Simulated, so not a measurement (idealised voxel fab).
Name of the process module below: voxel transistor to metal
cross-section cut | 195 nm wide | cells 5 nm
When this document writes out a cross-section, it uses a grid of square cells and lists it as bands, beginning at the top and moving down, with a band standing for one or more rows of cells.
Read a band's entry like this: the first values are the height of its top and the height of its bottom in nm, and what follows is the sequence of materials from left to right, each with its width in nm. Note that "empty" is empty space, and that a single material marked "edge to edge" reaches across the band from edge to edge.
For the purposes of this specification, 0 denotes the height below which the wafer in its as-received condition is composed wholly of one material, and the lowermost band, lacking a lower limit, extends downward without end, as expressed in "0..down".
The two numbers in a width such as "30..40" mark its ends across the band: the first belongs to the top row of cells, the second to the bottom row, and from each row to the next the width moves by the same amount.
What does "nothing got changed" mean for a step? It means no cell of the cross-section changed in that step.
Voids not open to the top, 8 cells minimum: see "Cavities, closed". Written width x height at distance; distance is from the left edge; nm.
Where a step's line continues beyond its settings, the continuation is a remark by the simulator itself on that step.
overlay nm: right-of-plan distance of the mask on a masked step; negative values mean left-of-plan.
-- Here's what the planned process steps look like
1. RECEIVE [material Si]
2. CONFORMAL_DEP [material SiO2] [thk nm 5]
3. CONFORMAL_DEP [material SiN] [thk nm 10]
4. MASKED_ETCH [tone cover] [mask id ACTIVE] [width nm 125] [etch materials SiN] [depth nm 10] [overlay nm 0]
5. MASKED_ETCH [tone cover] [mask id ACTIVE] [width nm 125] [etch materials SiO2] [depth nm 5] [overlay nm 0]
6. MASKED_ETCH [tone cover] [mask id ACTIVE] [width nm 125] [etch materials Si] [depth nm 25] [overlay nm 0]
7. FILL_DEP [material SiO2] [thk nm 5]
8. CMP [height nm 15]
9. SELECTIVE_ETCH [etch materials SiO2] [depth nm 10]
10. STRIP [etch materials SiN]
11. SELECTIVE_ETCH [etch materials SiO2] [depth nm 5]
12. OXIDIZE [depth nm 5]
13. DIRECTIONAL_DEP [material polySi] [thk nm 25]
14. DIRECTIONAL_DEP [material SiCN] [thk nm 10]
15. PATTERN [tone cover] [mask id GATE] [material resist] [width nm 25] [thk nm 15] [overlay nm 0]
16. DIRECTIONAL_ETCH [etch materials SiCN] [depth nm 20]
17. DIRECTIONAL_ETCH [etch materials polySi] [depth nm 35]
18. STRIP [etch materials resist]
19. CONFORMAL_DEP [material SiN] [thk nm 10]
20. DIRECTIONAL_ETCH [etch materials SiN] [depth nm 10]
21. DIRECTIONAL_ETCH [etch materials SiO2] [depth nm 5]
22. DIRECTIONAL_ETCH [etch materials Si] [depth nm 5]
23. EPI [material SiGe] [thk nm 10]
24. FILL_DEP [material SiO2] [thk nm 10]
25. CMP [height nm 35]
26. DIRECTIONAL_DEP [material SiO2] [thk nm 15]
27. DIRECTIONAL_DEP [material aC] [thk nm 15]
28. PATTERN [tone open] [mask id CONTACT] [material resist] [width nm 35] [pitch nm 70] [thk nm 30] [overlay nm 0]
29. DIRECTIONAL_ETCH [etch materials aC] [depth nm 15]
30. STRIP [etch materials resist]
31. DIRECTIONAL_ETCH [etch materials SiO2] [depth nm 50]
32. STRIP [etch materials aC]
33. CONFORMAL_DEP [material TiN] [thk nm 5]
34. FILL_DEP [material Ru] [thk nm 10]
35. CMP [height nm 50]
36. CONFORMAL_DEP [material SiCN] [thk nm 5]
37. DIRECTIONAL_DEP [material lowk] [thk nm 20]
38. MASKED_ETCH [tone open] [mask id METAL_1] [width nm 20] [pitch nm 85] [etch materials lowk] [depth nm 20] [overlay nm 0]
39. MASKED_ETCH [tone open] [mask id METAL_1] [width nm 20] [pitch nm 85] [etch materials SiCN] [depth nm 5] [overlay nm 0]
40. CONFORMAL_DEP [material TiN] [thk nm 5]
41. FILL_DEP [material W] [thk nm 5]
42. CMP [height nm 75]
43. CONFORMAL_DEP [material SiCN] [thk nm 5]
44. DIRECTIONAL_DEP [material SiO2] [thk nm 30]
45. PATTERN [tone open] [mask id METAL_2] [material resist] [width nm 20] [pitch nm 85] [thk nm 15] [overlay nm 0]
46. DIRECTIONAL_ETCH [etch materials SiO2] [depth nm 20]
47. STRIP [etch materials resist]
48. MASKED_ETCH [tone open] [mask id METAL_2_HOLES] [width nm 15] [pitch nm 85] [etch materials SiO2] [depth nm 10] [overlay nm 0]
49. MASKED_ETCH [tone open] [mask id METAL_2_HOLES] [width nm 15] [pitch nm 85] [etch materials SiCN] [depth nm 5] [overlay nm 0]
50. CONFORMAL_DEP [material TiN] [thk nm 5]
51. FILL_DEP [material Cu] [thk nm 10]
52. CMP [height nm 110]
53. CONFORMAL_DEP [material SiN] [thk nm 5]
-- As received (post step 1): cross-section
  0..down | Si edge to edge
  Cavities, closed: none
-- End-of-module XS, first of two wafers, run as planned
  115..110 | SiN edge to edge
  110..95 | SiO2 45, then TiN 5, then Cu 10, then TiN 5, then SiO2 65, then TiN 5, then Cu 10, then TiN 5, then SiO2 45
  95..90 | SiO2 45, then TiN 5, then Cu 5, then TiN 10, then SiO2 65, then TiN 5, then Cu 5, then TiN 10, then SiO2 45
  90..80 | SiO2 45, then TiN 5, then Cu 5, then TiN 5, then SiO2 70, then TiN 5, then Cu 5, then TiN 5, then SiO2 50
  80..75 | SiCN 45, then TiN 15, then SiCN 70, then TiN 15, then SiCN 50
  75..55 | lowk 45, then TiN 5, then W 10, then TiN 5, then lowk 65, then TiN 5, then W 10, then TiN 5, then lowk 45
  55..50 | SiCN 45, then TiN 20, then SiCN 65, then TiN 20, then SiCN 45
  50..40 | SiO2 45, then TiN 5, then Ru 25, then TiN 5, then SiO2 35, then TiN 5, then Ru 25, then TiN 5, then SiO2 45
  40..35 | SiO2 45, then TiN 5, then Ru 20, then TiN 10, then SiO2 35, then TiN 10, then Ru 20, then TiN 5, then SiO2 45
  35..25 | SiO2 45, then TiN 5, then Ru 20, then TiN 5, then SiN 10, then SiCN 25, then SiN 10, then TiN 5, then Ru 20, then TiN 5, then SiO2 45
  25..10 | SiO2 45, then TiN 5, then Ru 20, then TiN 5, then SiN 10, then polySi 25, then SiN 10, then TiN 5, then Ru 20, then TiN 5, then SiO2 45
  10..5 | SiO2 45, then TiN 5, then Ru 10, then TiN 15, then SiN 10, then polySi 25, then SiN 10, then TiN 15, then Ru 10, then TiN 5, then SiO2 45
  5..0 | SiO2 45, then TiN 20, then SiGe 10, then SiN 10, then polySi 25, then SiN 10, then SiGe 10, then TiN 20, then SiO2 45
  0..-5 | SiO2 30, then SiGe 45, then SiO2 45, then SiGe 45, then SiO2 30
  -5..-10 | SiO2 35, then SiGe 40, then Si 45, then SiGe 40, then SiO2 35
  -10..-25 | SiO2 35, then Si 125, then SiO2 35
  -25..down | Si edge to edge
  Cavities, closed: none
-- Here is the second of the two wafers cut open at the end of the module - same start, same plan as the first one, but we made one mistake running it
  115..110 | SiN edge to edge
  110..95 | SiO2 45, then TiN 5, then Cu 10, then TiN 5, then SiO2 65, then TiN 5, then Cu 10, then TiN 5, then SiO2 45
  95..90 | SiO2 45, then TiN 5, then Cu 5, then TiN 10, then SiO2 65, then TiN 5, then Cu 5, then TiN 10, then SiO2 45
  90..80 | SiO2 45, then TiN 5, then Cu 5, then TiN 5, then SiO2 70, then TiN 5, then Cu 5, then TiN 5, then SiO2 50
  80..75 | SiCN 45, then TiN 15, then SiCN 70, then TiN 15, then SiCN 50
  75..55 | lowk 45, then TiN 5, then W 10, then TiN 5, then lowk 65, then TiN 5, then W 10, then TiN 5, then lowk 45
  55..50 | SiCN 45, then TiN 20, then SiCN 65, then TiN 20, then SiCN 45
  50..40 | SiO2 45, then TiN 5, then Ru 25, then TiN 5, then SiO2 35, then TiN 5, then Ru 25, then TiN 5, then SiO2 45
  40..35 | SiO2 45, then TiN 5, then Ru 20, then TiN 10, then SiO2 35, then TiN 10, then Ru 20, then TiN 5, then SiO2 45
  35..30 | SiO2 45, then TiN 5, then Ru 20, then TiN 5, then SiN 10, then SiCN 25, then SiN 10, then TiN 5, then Ru 20, then TiN 5, then SiO2 45
  30..25 | SiO2 45, then TiN 30, then SiN 10, then SiCN 25, then SiN 10, then TiN 30, then SiO2 45
  25..0 | SiN edge to edge
  0..-5 | SiO2 edge to edge
  -5..-25 | SiO2 35, then Si 125, then SiO2 35
  -25..down | Si edge to edge
  Cavities, closed: none
Which mistake was made when the wafer was run? step 13 deviated from plan and actually ran as DIRECTIONAL_DEP [material SiN] [thk nm 25]
Upon completion, the second wafer contains, in terms of cells, a greater or smaller amount of certain materials than the first wafer: Ru: 36 fewer, Si: 16 more, SiGe: 38 fewer, SiN: 175 more, SiO2: 72 fewer, TiN: 20 fewer, polySi: 25 fewer
